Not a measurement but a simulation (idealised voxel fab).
Proc. module: voxel transistor to metal
cross-section cut | 190 nm wide | cells 5 nm
Think of the cross-section as a grid of square cells. We describe it in bands, top to bottom, and each band covers one or more rows of those cells.
Top height, bottom height, nm. Materials left to right, width each, nm. Single material + "edge to edge" = fills band edge to edge. "air" = empty.
Ref level 0: as-received wafer is one material below here. Bottom band extends down with no lower bound ("z 0 and below").
A two-number width, for instance "30..40", indicates that the width is equal to the first number in the top row of the band and to the second number in the bottom row, and that it changes by a constant amount per row of cells.
"same as before" (step): cross-section cells unchanged, all of them.
"Enclosed internal cavities" contains a list of empty spaces, each no smaller than 8 cells and without an open way to the top, written in the form width x height at distance with the distance from the left edge and all three in nm.
What comes after the settings on a step's line is commentary from the simulator itself on that step.
overlay nm: on a step with a mask, how far right of its planned place the mask lay; negative means left.

Steps in the process plan
| 1 | RECEIVE | material Si |
| 2 | OXIDIZE | depth nm 5 |
| 3 | CONFORMAL_DEP | material SiN | thk nm 15 |
| 4 | PATTERN | tone cover | mask id ACTIVE | material resist | width nm 115 | thk nm 15 | overlay nm 0 |
| 5 | DIRECTIONAL_ETCH | etch materials SiN | depth nm 15 |
| 6 | DIRECTIONAL_ETCH | etch materials SiO2 | depth nm 5 |
| 7 | DIRECTIONAL_ETCH | etch materials Si | depth nm 30 |
| 8 | STRIP | etch materials resist |
| 9 | FILL_DEP | material SiO2 | thk nm 15 |
| 10 | CMP | height nm 15 |
| 11 | SELECTIVE_ETCH | etch materials SiO2 | depth nm 15 |
| 12 | STRIP | etch materials SiN |
| 13 | SELECTIVE_ETCH | etch materials SiO2 | depth nm 5 |
| 14 | OXIDIZE | depth nm 5 |
| 15 | DIRECTIONAL_DEP | material polySi | thk nm 25 |
| 16 | DIRECTIONAL_DEP | material SiCN | thk nm 10 |
| 17 | DIRECTIONAL_DEP | material aC | thk nm 10 |
| 18 | PATTERN | tone cover | mask id GATE | material resist | width nm 25 | thk nm 30 | overlay nm 0 |
| 19 | DIRECTIONAL_ETCH | etch materials aC | depth nm 10 |
| 20 | STRIP | etch materials resist |
| 21 | DIRECTIONAL_ETCH | etch materials SiCN | depth nm 20 |
| 22 | DIRECTIONAL_ETCH | etch materials polySi | depth nm 35 |
| 23 | STRIP | etch materials aC |
| 24 | CONFORMAL_DEP | material SiO2 | thk nm 5 |
| 25 | DIRECTIONAL_ETCH | etch materials SiO2 | depth nm 5 |
| 26 | CONFORMAL_DEP | material SiN | thk nm 5 |
| 27 | DIRECTIONAL_ETCH | etch materials SiN | depth nm 5 |
| 28 | DIRECTIONAL_ETCH | etch materials SiO2 | depth nm 5 |
| 29 | DIRECTIONAL_ETCH | etch materials Si | depth nm 10 |
| 30 | EPI | material SiGe | thk nm 10 |
| 31 | FILL_DEP | material SiO2 | thk nm 5 |
| 32 | CMP | height nm 30 |
| 33 | DIRECTIONAL_DEP | material SiO2 | thk nm 15 |
| 34 | DIRECTIONAL_DEP | material aC | thk nm 15 |
| 35 | PATTERN | tone open | mask id CONTACT | material resist | width nm 30 | pitch nm 65 | thk nm 30 | overlay nm 0 |
| 36 | DIRECTIONAL_ETCH | etch materials aC | depth nm 15 |
| 37 | STRIP | etch materials resist |
| 38 | DIRECTIONAL_ETCH | etch materials SiO2 | depth nm 55 |
| 39 | STRIP | etch materials aC |
| 40 | CONFORMAL_DEP | material TiN | thk nm 5 |
| 41 | FILL_DEP | material Ru | thk nm 5 |
| 42 | CMP | height nm 45 |
| 43 | DIRECTIONAL_DEP | material TiN | thk nm 5 |
| 44 | DIRECTIONAL_DEP | material Ru | thk nm 25 |
| 45 | PATTERN | tone cover | mask id METAL_1 | material resist | width nm 20 | pitch nm 75 | thk nm 15 | overlay nm 0 |
| 46 | DIRECTIONAL_ETCH | etch materials Ru | depth nm 25 |
| 47 | DIRECTIONAL_ETCH | etch materials TiN | depth nm 5 |
| 48 | STRIP | etch materials resist |
| 49 | FILL_DEP | material lowk | thk nm 10 |
| 50 | CMP | height nm 75 |
| 51 | CONFORMAL_DEP | material SiCN | thk nm 5 |
| 52 | DIRECTIONAL_DEP | material SiO2 | thk nm 25 |
| 53 | PATTERN | tone open | mask id METAL_2 | material resist | width nm 20 | pitch nm 75 | thk nm 20 | overlay nm 0 |
| 54 | DIRECTIONAL_ETCH | etch materials SiO2 | depth nm 15 |
| 55 | STRIP | etch materials resist |
| 56 | DIRECTIONAL_DEP | material aC | thk nm 15 |
| 57 | PATTERN | tone open | mask id METAL_2_HOLES | material resist | width nm 15 | pitch nm 75 | thk nm 35 | overlay nm 0 |
| 58 | DIRECTIONAL_ETCH | etch materials aC | depth nm 15 |
| 59 | STRIP | etch materials resist |
| 60 | DIRECTIONAL_ETCH | etch materials SiO2 | depth nm 10 |
| 61 | DIRECTIONAL_ETCH | etch materials SiCN | depth nm 5 |
| 62 | STRIP | etch materials aC |
| 63 | CONFORMAL_DEP | material TiN | thk nm 5 |
| 64 | FILL_DEP | material Cu | thk nm 5 |
| 65 | CMP | height nm 105 |
| 66 | CONFORMAL_DEP | material SiCN | thk nm 5 |
Wafers differ in width nm at step 57; plan lists the first wafer's value; identical starting state.

This is how the first of several wafers looked in cross-section when it arrived, which is after step 1
  z 0 and below  Si edge to edge
  Enclosed internal cavities: none

Quick look at the cross-section of the first of several wafers after step 66, which wraps up the module
  z 110 to 105  SiCN edge to edge
  z 105 to 95  SiO2 45 nm  TiN 5 nm  Cu 10 nm  TiN 5 nm  SiO2 55 nm  TiN 5 nm  Cu 10 nm  TiN 5 nm  SiO2 50 nm
  z 95 to 90  SiO2 45 nm  TiN 5 nm  Cu 5 nm  TiN 10 nm  SiO2 55 nm  TiN 5 nm  Cu 5 nm  TiN 10 nm  SiO2 50 nm
  z 90 to 80  SiO2 45 nm  TiN 5 nm  Cu 5 nm  TiN 5 nm  SiO2 60 nm  TiN 5 nm  Cu 5 nm  TiN 5 nm  SiO2 55 nm
  z 80 to 75  SiCN 45 nm  TiN 15 nm  SiCN 60 nm  TiN 15 nm  SiCN 55 nm
  z 75 to 50  lowk 45 nm  Ru 20 nm  lowk 55 nm  Ru 20 nm  lowk 50 nm
  z 50 to 45  lowk 45 nm  TiN 20 nm  lowk 55 nm  TiN 20 nm  lowk 50 nm
  z 45 to 35  SiO2 45 nm  TiN 5 nm  Ru 20 nm  TiN 5 nm  SiO2 35 nm  TiN 5 nm  Ru 20 nm  TiN 5 nm  SiO2 50 nm
  z 35 to 30  SiO2 45 nm  TiN 5 nm  Ru 15 nm  TiN 10 nm  SiO2 35 nm  TiN 10 nm  Ru 15 nm  TiN 5 nm  SiO2 50 nm
  z 30 to 20  SiO2 45 nm  TiN 5 nm  Ru 15 nm  TiN 5 nm  SiN 5 nm  SiO2 5 nm  SiCN 25 nm  SiO2 5 nm  SiN 5 nm  TiN 5 nm  Ru 15 nm  TiN 5 nm  SiO2 50 nm
  z 20 to 5  SiO2 45 nm  TiN 5 nm  Ru 15 nm  TiN 5 nm  SiN 5 nm  SiO2 5 nm  polySi 25 nm  SiO2 5 nm  SiN 5 nm  TiN 5 nm  Ru 15 nm  TiN 5 nm  SiO2 50 nm
  z 5 to 0  SiO2 45 nm  TiN 5 nm  Ru 5 nm  TiN 15 nm  SiN 5 nm  SiO2 5 nm  polySi 25 nm  SiO2 5 nm  SiN 5 nm  TiN 15 nm  Ru 5 nm  TiN 5 nm  SiO2 50 nm
  z 0 to -5  SiO2 45 nm  TiN 5 nm  Ru 5 nm  TiN 5 nm  SiGe 10 nm  SiN 5 nm  SiO2 5 nm  polySi 25 nm  SiO2 5 nm  SiN 5 nm  SiGe 10 nm  TiN 5 nm  Ru 5 nm  TiN 5 nm  SiO2 50 nm
  z -5 to -10  SiO2 45 nm  TiN 15 nm  SiGe 10 nm  SiO2 45 nm  SiGe 10 nm  TiN 15 nm  SiO2 50 nm
  z -10 to -20  SiO2 35 nm  SiGe 35 nm  Si 45 nm  SiGe 35 nm  SiO2 40 nm
  z -20 to -35  SiO2 35 nm  Si 115 nm  SiO2 40 nm
  z -35 and below  Si edge to edge
  Enclosed internal cavities: none

End of module, last wafer sectioned
  z 110 to 105  SiCN edge to edge
  z 105 to 95  SiO2 40 nm  TiN 5..10 nm  Cu 20..10 nm  TiN 5..10 nm  SiO2 45 nm  TiN 5..10 nm  Cu 20..10 nm  TiN 5..10 nm  SiO2 45 nm
  z 95 to 80  SiO2 45 nm  TiN 5 nm  Cu 10 nm  TiN 5 nm  SiO2 55 nm  TiN 5 nm  Cu 10 nm  TiN 5 nm  SiO2 50 nm
  z 80 to 75  SiCN 45 nm  TiN 20 nm  SiCN 55 nm  TiN 20 nm  SiCN 50 nm
  z 75 to 50  lowk 45 nm  Ru 20 nm  lowk 55 nm  Ru 20 nm  lowk 50 nm
  z 50 to 45  lowk 45 nm  TiN 20 nm  lowk 55 nm  TiN 20 nm  lowk 50 nm
  z 45 to 35  SiO2 45 nm  TiN 5 nm  Ru 20 nm  TiN 5 nm  SiO2 35 nm  TiN 5 nm  Ru 20 nm  TiN 5 nm  SiO2 50 nm
  z 35 to 30  SiO2 45 nm  TiN 5 nm  Ru 15 nm  TiN 10 nm  SiO2 35 nm  TiN 10 nm  Ru 15 nm  TiN 5 nm  SiO2 50 nm
  z 30 to 20  SiO2 45 nm  TiN 5 nm  Ru 15 nm  TiN 5 nm  SiN 5 nm  SiO2 5 nm  SiCN 25 nm  SiO2 5 nm  SiN 5 nm  TiN 5 nm  Ru 15 nm  TiN 5 nm  SiO2 50 nm
  z 20 to 5  SiO2 45 nm  TiN 5 nm  Ru 15 nm  TiN 5 nm  SiN 5 nm  SiO2 5 nm  polySi 25 nm  SiO2 5 nm  SiN 5 nm  TiN 5 nm  Ru 15 nm  TiN 5 nm  SiO2 50 nm
  z 5 to 0  SiO2 45 nm  TiN 5 nm  Ru 5 nm  TiN 15 nm  SiN 5 nm  SiO2 5 nm  polySi 25 nm  SiO2 5 nm  SiN 5 nm  TiN 15 nm  Ru 5 nm  TiN 5 nm  SiO2 50 nm
  z 0 to -5  SiO2 45 nm  TiN 5 nm  Ru 5 nm  TiN 5 nm  SiGe 10 nm  SiN 5 nm  SiO2 5 nm  polySi 25 nm  SiO2 5 nm  SiN 5 nm  SiGe 10 nm  TiN 5 nm  Ru 5 nm  TiN 5 nm  SiO2 50 nm
  z -5 to -10  SiO2 45 nm  TiN 15 nm  SiGe 10 nm  SiO2 45 nm  SiGe 10 nm  TiN 15 nm  SiO2 50 nm
  z -10 to -20  SiO2 35 nm  SiGe 35 nm  Si 45 nm  SiGe 35 nm  SiO2 40 nm
  z -20 to -35  SiO2 35 nm  Si 115 nm  SiO2 40 nm
  z -35 and below  Si edge to edge
  Enclosed internal cavities: none

Every row in this table is a wafer at the end of the module, and it gives, for each of the materials, the cells that wafer has gained (+) or lost (-) since it was received, then its closed voids
width nm 15, +14 Cu, +96 Ru, -179 Si, +80 SiCN, +36 SiGe, +14 SiN, +482 SiO2, +88 TiN, +180 lowk, +25 polySi, Enclosed internal cavities: none
width nm 20, +20 Cu, +96 Ru, -179 Si, +78 SiCN, +36 SiGe, +14 SiN, +478 SiO2, +88 TiN, +180 lowk, +25 polySi, Enclosed internal cavities: none
width nm 25, +22 Cu, +96 Ru, -179 Si, +78 SiCN, +36 SiGe, +14 SiN, +474 SiO2, +90 TiN, +180 lowk, +25 polySi, Enclosed internal cavities: none
width nm 30, +24 Cu, +96 Ru, -179 Si, +78 SiCN, +36 SiGe, +14 SiN, +470 SiO2, +92 TiN, +180 lowk, +25 polySi, Enclosed internal cavities: none
